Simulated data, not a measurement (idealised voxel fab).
Presented below is a process module, voxel wiring stack.
Square cells of 5 nm make up the cross-section cut, whose width is 275 nm.
Think of the cross-section as a grid of square cells. We describe it in bands, top to bottom, and each band covers one or more rows of those cells. The band entry comprises the height of the band's top followed by the height of its bottom, expressed in nm, and subsequently the band's materials from left to right, each stated together with its width in nm. Where a single material is marked with the word "everywhere", that material fills the band from edge to edge. The word "blank" represents empty space. Zero point of the height axis is 0; under it, received wafer = one material. Lowest band: continues down indefinitely, "0..down". Think of "30->40" as a width that walks from the first number to the second as you go down the band, top row to bottom row, taking equal-sized steps from row to row. For the purposes of this document, the phrase "remained the same" attached to a step denotes that no cell within the cross-section was modified by that step. "Closed void catalog": empty spaces of 8 cells or more with no open way to the top, each given as width x height at distance, distance from the left edge, all in nm. The remark found on a step's line after its settings is issued by the simulator itself and pertains to that step. "overlay nm" denotes, for a step that has a mask, the displacement of the mask to the right of its planned place, with negative values corresponding to the left.

## Here's what the planned process steps look like
1 RECEIVE | material Si
2 CONFORMAL_DEP | material SiO2 | thk nm 10
3 DIRECTIONAL_DEP | material TiN | thk nm 5
4 DIRECTIONAL_DEP | material Ru | thk nm 20
5 DIRECTIONAL_DEP | material aC | thk nm 10
6 PATTERN | tone cover | mask id METAL_1 | material resist | width nm 25 | pitch nm 40 | thk nm 25 | overlay nm 0
7 DIRECTIONAL_ETCH | etch materials aC | depth nm 10
8 STRIP | etch materials resist
9 DIRECTIONAL_ETCH | etch materials Ru | depth nm 20
10 DIRECTIONAL_ETCH | etch materials TiN | depth nm 5
11 STRIP | etch materials aC
12 CONFORMAL_DEP | material SiN | thk nm 5
13 FILL_DEP | material lowk | thk nm 5
14 CMP | height nm 35
15 CONFORMAL_DEP | material SiCN | thk nm 5
16 DIRECTIONAL_DEP | material lowk | thk nm 20
17 PATTERN | tone open | mask id PLUG_1 | material resist | width nm 15 | pitch nm 80 | thk nm 20 | overlay nm 0
18 DIRECTIONAL_ETCH | etch materials lowk | depth nm 20
19 DIRECTIONAL_ETCH | etch materials SiCN | depth nm 5
20 STRIP | etch materials resist
21 EPI | material Ru | thk nm 10
22 EPI | material Ru | thk nm 10
23 EPI | material Ru | thk nm 5
24 DIRECTIONAL_DEP | material TiN | thk nm 5
25 DIRECTIONAL_DEP | material W | thk nm 25
26 DIRECTIONAL_DEP | material aC | thk nm 10
27 PATTERN | tone cover | mask id METAL_2 | material resist | width nm 25 | pitch nm 40 | thk nm 30 | overlay nm 0
28 DIRECTIONAL_ETCH | etch materials aC | depth nm 10
29 STRIP | etch materials resist
30 DIRECTIONAL_ETCH | etch materials W | depth nm 25
31 DIRECTIONAL_ETCH | etch materials TiN | depth nm 5
32 STRIP | etch materials aC
33 FILL_DEP | material lowk | thk nm 10
34 CMP | height nm 90
35 CONFORMAL_DEP | material SiN | thk nm 5

## First of two wafers, processed according to plan

## As-received wafer cross-section (after step 1)
> 0..down: Si everywhere
> Closed void catalog: none

## after step 2
> 10..0: SiO2 everywhere
> Whatever lies below 0 is exactly as it was before.

## after step 3
> 15..10: TiN everywhere
> Whatever lies below 10 is exactly as it was before.

## after step 4
> 35..15: Ru everywhere
> Whatever lies below 15 is exactly as it was before.

## after step 5
> 45..35: aC everywhere
> Whatever lies below 35 is exactly as it was before.

## after step 6
> 70..45: blank (65) / resist (25) / blank (15) / resist (25) / blank (15) / resist (25) / blank (15) / resist (25) / blank (65)
> Whatever lies below 45 is exactly as it was before.

## after step 7
> 60..45: blank (65) / resist (25) / blank (15) / resist (25) / blank (15) / resist (25) / blank (15) / resist (25) / blank (65)
> 45..35: blank (65) / aC (25) / blank (15) / aC (25) / blank (15) / aC (25) / blank (15) / aC (25) / blank (65)
> Whatever lies below 35 is exactly as it was before.

## after step 8
> 45..35: blank (65) / aC (25) / blank (15) / aC (25) / blank (15) / aC (25) / blank (15) / aC (25) / blank (65)
> Whatever lies below 35 is exactly as it was before.

## after step 9
> 45..35: blank (65) / aC (25) / blank (15) / aC (25) / blank (15) / aC (25) / blank (15) / aC (25) / blank (65)
> 35..15: blank (65) / Ru (25) / blank (15) / Ru (25) / blank (15) / Ru (25) / blank (15) / Ru (25) / blank (65)
> Whatever lies below 15 is exactly as it was before.

## after step 10
> 45..35: blank (65) / aC (25) / blank (15) / aC (25) / blank (15) / aC (25) / blank (15) / aC (25) / blank (65)
> 35..15: blank (65) / Ru (25) / blank (15) / Ru (25) / blank (15) / Ru (25) / blank (15) / Ru (25) / blank (65)
> 15..10: blank (65) / TiN (25) / blank (15) / TiN (25) / blank (15) / TiN (25) / blank (15) / TiN (25) / blank (65)
> Whatever lies below 10 is exactly as it was before.

## after step 11
> 35..15: blank (65) / Ru (25) / blank (15) / Ru (25) / blank (15) / Ru (25) / blank (15) / Ru (25) / blank (65)
> Whatever lies below 15 is exactly as it was before.

## after step 12
> 40..35: blank (60) / SiN (35) / blank (5) / SiN (35) / blank (5) / SiN (35) / blank (5) / SiN (35) / blank (60)
> 35..15: blank (60) / SiN (5) / Ru (25) / SiN (5) / blank (5) / SiN (5) / Ru (25) / SiN (5) / blank (5) / SiN (5) / Ru (25) / SiN (5) / blank (5) / SiN (5) / Ru (25) / SiN (5) / blank (60)
> 15..10: SiN (65) / TiN (25) / SiN (15) / TiN (25) / SiN (15) / TiN (25) / SiN (15) / TiN (25) / SiN (65)
> Whatever lies below 10 is exactly as it was before.

## after step 13
> 45..40: lowk everywhere
> 40..35: lowk (60) / SiN (35) / lowk (5) / SiN (35) / lowk (5) / SiN (35) / lowk (5) / SiN (35) / lowk (60)
> 35..15: lowk (60) / SiN (5) / Ru (25) / SiN (5) / lowk (5) / SiN (5) / Ru (25) / SiN (5) / lowk (5) / SiN (5) / Ru (25) / SiN (5) / lowk (5) / SiN (5) / Ru (25) / SiN (5) / lowk (60)
> Whatever lies below 15 is exactly as it was before.

## after step 14
> 35..15: lowk (60) / SiN (5) / Ru (25) / SiN (5) / lowk (5) / SiN (5) / Ru (25) / SiN (5) / lowk (5) / SiN (5) / Ru (25) / SiN (5) / lowk (5) / SiN (5) / Ru (25) / SiN (5) / lowk (60)
> Whatever lies below 15 is exactly as it was before.

## after step 15
> 40..35: SiCN everywhere
> Whatever lies below 35 is exactly as it was before.

## after step 16
> 60..40: lowk everywhere
> Whatever lies below 40 is exactly as it was before.

## after step 17
> 80..60: resist (65) / blank (15) / resist (65) / blank (15) / resist (115)
> Whatever lies below 60 is exactly as it was before.

## after step 18
> 80..60: resist (65) / blank (15) / resist (65) / blank (15) / resist (115)
> 60..40: lowk (65) / blank (15) / lowk (65) / blank (15) / lowk (115)
> Whatever lies below 40 is exactly as it was before.

## after step 19
> 80..60: resist (65) / blank (15) / resist (65) / blank (15) / resist (115)
> 60..40: lowk (65) / blank (15) / lowk (65) / blank (15) / lowk (115)
> 40..35: SiCN (65) / blank (15) / SiCN (65) / blank (15) / SiCN (115)
> Whatever lies below 35 is exactly as it was before.

## after step 20
> 60..40: lowk (65) / blank (15) / lowk (65) / blank (15) / lowk (115)
> Whatever lies below 40 is exactly as it was before.

## after step 21
> 60..45: lowk (65) / blank (15) / lowk (65) / blank (15) / lowk (115)
> 45..40: lowk (65) / Ru (15) / lowk (65) / Ru (15) / lowk (115)
> 40..35: SiCN (65) / Ru (15) / SiCN (65) / Ru (15) / SiCN (115)
> Whatever lies below 35 is exactly as it was before.

## after step 22
> 60..55: lowk (65) / blank (15) / lowk (65) / blank (15) / lowk (115)
> 55..40: lowk (65) / Ru (15) / lowk (65) / Ru (15) / lowk (115)
> Whatever lies below 40 is exactly as it was before.

## after step 23
> 60..40: lowk (65) / Ru (15) / lowk (65) / Ru (15) / lowk (115)
> Whatever lies below 40 is exactly as it was before.

## after step 24
> 65..60: TiN everywhere
> Whatever lies below 60 is exactly as it was before.

## after step 25
> 90..65: W everywhere
> Whatever lies below 65 is exactly as it was before.

## after step 26
> 100..90: aC everywhere
> Whatever lies below 90 is exactly as it was before.

## after step 27
> 130..100: blank (65) / resist (25) / blank (15) / resist (25) / blank (15) / resist (25) / blank (15) / resist (25) / blank (65)
> Whatever lies below 100 is exactly as it was before.

## after step 28
> 120..100: blank (65) / resist (25) / blank (15) / resist (25) / blank (15) / resist (25) / blank (15) / resist (25) / blank (65)
> 100..90: blank (65) / aC (25) / blank (15) / aC (25) / blank (15) / aC (25) / blank (15) / aC (25) / blank (65)
> Whatever lies below 90 is exactly as it was before.

## after step 29
> 100..90: blank (65) / aC (25) / blank (15) / aC (25) / blank (15) / aC (25) / blank (15) / aC (25) / blank (65)
> Whatever lies below 90 is exactly as it was before.

## after step 30
> 100..90: blank (65) / aC (25) / blank (15) / aC (25) / blank (15) / aC (25) / blank (15) / aC (25) / blank (65)
> 90..65: blank (65) / W (25) / blank (15) / W (25) / blank (15) / W (25) / blank (15) / W (25) / blank (65)
> Whatever lies below 65 is exactly as it was before.

## after step 31
> 100..90: blank (65) / aC (25) / blank (15) / aC (25) / blank (15) / aC (25) / blank (15) / aC (25) / blank (65)
> 90..65: blank (65) / W (25) / blank (15) / W (25) / blank (15) / W (25) / blank (15) / W (25) / blank (65)
> 65..60: blank (65) / TiN (25) / blank (15) / TiN (25) / blank (15) / TiN (25) / blank (15) / TiN (25) / blank (65)
> Whatever lies below 60 is exactly as it was before.

## after step 32
> 90..65: blank (65) / W (25) / blank (15) / W (25) / blank (15) / W (25) / blank (15) / W (25) / blank (65)
> Whatever lies below 65 is exactly as it was before.

## after step 33
> 100..90: lowk everywhere
> 90..65: lowk (65) / W (25) / lowk (15) / W (25) / lowk (15) / W (25) / lowk (15) / W (25) / lowk (65)
> 65..60: lowk (65) / TiN (25) / lowk (15) / TiN (25) / lowk (15) / TiN (25) / lowk (15) / TiN (25) / lowk (65)
> Whatever lies below 60 is exactly as it was before.

## after step 34
> 90..65: lowk (65) / W (25) / lowk (15) / W (25) / lowk (15) / W (25) / lowk (15) / W (25) / lowk (65)
> Whatever lies below 65 is exactly as it was before.

## after step 35
> 95..90: SiN everywhere
> Whatever lies below 90 is exactly as it was before.

## What follows concerns the second wafer, which started out like the first and was meant to follow the very same plan; one mistake crept in when it was run, but everything up to and including step 16 is the same as for the first wafer

## Cross-section of the second wafer when, according to plan, step 17 should have finished
> 80..60: blank (65) / resist (15) / blank (65) / resist (15) / blank (115)
> Whatever lies below 60 is exactly as it was before.

## Cross-section of the second wafer when, according to plan, step 18 should have finished
> 80..60: blank (65) / resist (15) / blank (65) / resist (15) / blank (115)
> 60..40: blank (65) / lowk (15) / blank (65) / lowk (15) / blank (115)
> Whatever lies below 40 is exactly as it was before.

## Cross-section of the second wafer when, according to plan, step 19 should have finished
> 80..60: blank (65) / resist (15) / blank (65) / resist (15) / blank (115)
> 60..40: blank (65) / lowk (15) / blank (65) / lowk (15) / blank (115)
> 40..35: blank (65) / SiCN (15) / blank (65) / SiCN (15) / blank (115)
> Whatever lies below 35 is exactly as it was before.

## Cross-section of the second wafer when, according to plan, step 20 should have finished
> 60..40: blank (65) / lowk (15) / blank (65) / lowk (15) / blank (115)
> Whatever lies below 40 is exactly as it was before.

## Cross-section of the second wafer when, according to plan, step 21 should have finished
> 60..45: blank (65) / lowk (15) / blank (65) / lowk (15) / blank (115)
> 45..40: blank (65) / lowk (15) / Ru (60) / blank (5) / lowk (15) / Ru (60) / blank (55)
> 40..35: blank (65) / SiCN (15) / Ru (60) / blank (5) / SiCN (15) / Ru (60) / blank (55)
> Whatever lies below 35 is exactly as it was before.

## Cross-section of the second wafer when, according to plan, step 22 should have finished
> 60..55: blank (65) / lowk (15) / blank (65) / lowk (15) / blank (115)
> 55..40: blank (65) / lowk (15) / Ru (65) / lowk (15) / Ru (70) / blank (45)
> 40..35: blank (65) / SiCN (15) / Ru (65) / SiCN (15) / Ru (70) / blank (45)
> Whatever lies below 35 is exactly as it was before.

## Cross-section of the second wafer when, according to plan, step 23 should have finished
> 60..40: blank (65) / lowk (15) / Ru (65) / lowk (15) / Ru (75) / blank (40)
> 40..35: blank (65) / SiCN (15) / Ru (65) / SiCN (15) / Ru (75) / blank (40)
> Whatever lies below 35 is exactly as it was before.

## Cross-section of the second wafer when, according to plan, step 24 should have finished
> 65..60: blank (65) / TiN (170) / blank (40)
> 60..40: blank (65) / lowk (15) / Ru (65) / lowk (15) / Ru (75) / blank (40)
> 40..35: TiN (65) / SiCN (15) / Ru (65) / SiCN (15) / Ru (75) / TiN (40)
> Whatever lies below 35 is exactly as it was before.

## Cross-section of the second wafer when, according to plan, step 25 should have finished
> 90..65: blank (65) / W (170) / blank (40)
> 65..60: W (65) / TiN (170) / W (40)
> 60..40: W (65) / lowk (15) / Ru (65) / lowk (15) / Ru (75) / W (40)
> Whatever lies below 40 is exactly as it was before.

## Cross-section of the second wafer when, according to plan, step 26 should have finished
> 100..90: blank (65) / aC (170) / blank (40)
> 90..75: blank (65) / W (170) / blank (40)
> 75..65: aC (65) / W (170) / aC (40)
> Whatever lies below 65 is exactly as it was before.

## Cross-section of the second wafer when, according to plan, step 27 should have finished
> 130..100: blank (65) / resist (25) / blank (15) / resist (25) / blank (15) / resist (25) / blank (15) / resist (25) / blank (65)
> Whatever lies below 100 is exactly as it was before.

## Cross-section of the second wafer when, according to plan, step 28 should have finished
> 120..100: blank (65) / resist (25) / blank (15) / resist (25) / blank (15) / resist (25) / blank (15) / resist (25) / blank (65)
> 100..90: blank (65) / aC (25) / blank (15) / aC (25) / blank (15) / aC (25) / blank (15) / aC (25) / blank (65)
> 90..65: blank (65) / W (170) / blank (40)
> Whatever lies below 65 is exactly as it was before.

## Cross-section of the second wafer when, according to plan, step 29 should have finished
> 100..90: blank (65) / aC (25) / blank (15) / aC (25) / blank (15) / aC (25) / blank (15) / aC (25) / blank (65)
> Whatever lies below 90 is exactly as it was before.

## Cross-section of the second wafer when, according to plan, step 30 should have finished
> 100..90: blank (65) / aC (25) / blank (15) / aC (25) / blank (15) / aC (25) / blank (15) / aC (25) / blank (65)
> 90..65: blank (65) / W (25) / blank (15) / W (25) / blank (15) / W (25) / blank (15) / W (25) / blank (65)
> 65..60: blank (65) / TiN (170) / blank (40)
> 60..40: blank (65) / lowk (15) / Ru (65) / lowk (15) / Ru (75) / blank (40)
> Whatever lies below 40 is exactly as it was before.

## Cross-section of the second wafer when, according to plan, step 31 should have finished
> 100..90: blank (65) / aC (25) / blank (15) / aC (25) / blank (15) / aC (25) / blank (15) / aC (25) / blank (65)
> 90..65: blank (65) / W (25) / blank (15) / W (25) / blank (15) / W (25) / blank (15) / W (25) / blank (65)
> 65..60: blank (65) / TiN (25) / blank (15) / TiN (25) / blank (15) / TiN (25) / blank (15) / TiN (25) / blank (65)
> 60..40: blank (65) / lowk (15) / Ru (65) / lowk (15) / Ru (75) / blank (40)
> 40..35: blank (65) / SiCN (15) / Ru (65) / SiCN (15) / Ru (75) / blank (40)
> Whatever lies below 35 is exactly as it was before.

## Cross-section of the second wafer when, according to plan, step 32 should have finished
> 90..65: blank (65) / W (25) / blank (15) / W (25) / blank (15) / W (25) / blank (15) / W (25) / blank (65)
> Whatever lies below 65 is exactly as it was before.

## Cross-section of the second wafer when, according to plan, step 33 should have finished
> 100..90: lowk everywhere
> 90..65: lowk (65) / W (25) / lowk (15) / W (25) / lowk (15) / W (25) / lowk (15) / W (25) / lowk (65)
> 65..60: lowk (65) / TiN (25) / lowk (15) / TiN (25) / lowk (15) / TiN (25) / lowk (15) / TiN (25) / lowk (65)
> 60..40: lowk (80) / Ru (65) / lowk (15) / Ru (75) / lowk (40)
> 40..35: lowk (65) / SiCN (15) / Ru (65) / SiCN (15) / Ru (75) / lowk (40)
> Whatever lies below 35 is exactly as it was before.

## Cross-section of the second wafer when, according to plan, step 34 should have finished
> 90..65: lowk (65) / W (25) / lowk (15) / W (25) / lowk (15) / W (25) / lowk (15) / W (25) / lowk (65)
> Whatever lies below 65 is exactly as it was before.

## Cross-section of the second wafer when, according to plan, step 35 should have finished
> 95..90: SiN everywhere
> Whatever lies below 90 is exactly as it was before.
Finding, execution versus plan: step 17 did not happen as planned, as run it was PATTERN | tone cover | mask id PLUG_1 | material resist | width nm 15 | pitch nm 80 | thk nm 20 | overlay nm 0
Wafer comparison, final, in cells, second relative to first, materials more or fewer: Ru: 110 more, SiCN: 43 fewer, lowk: 67 fewer
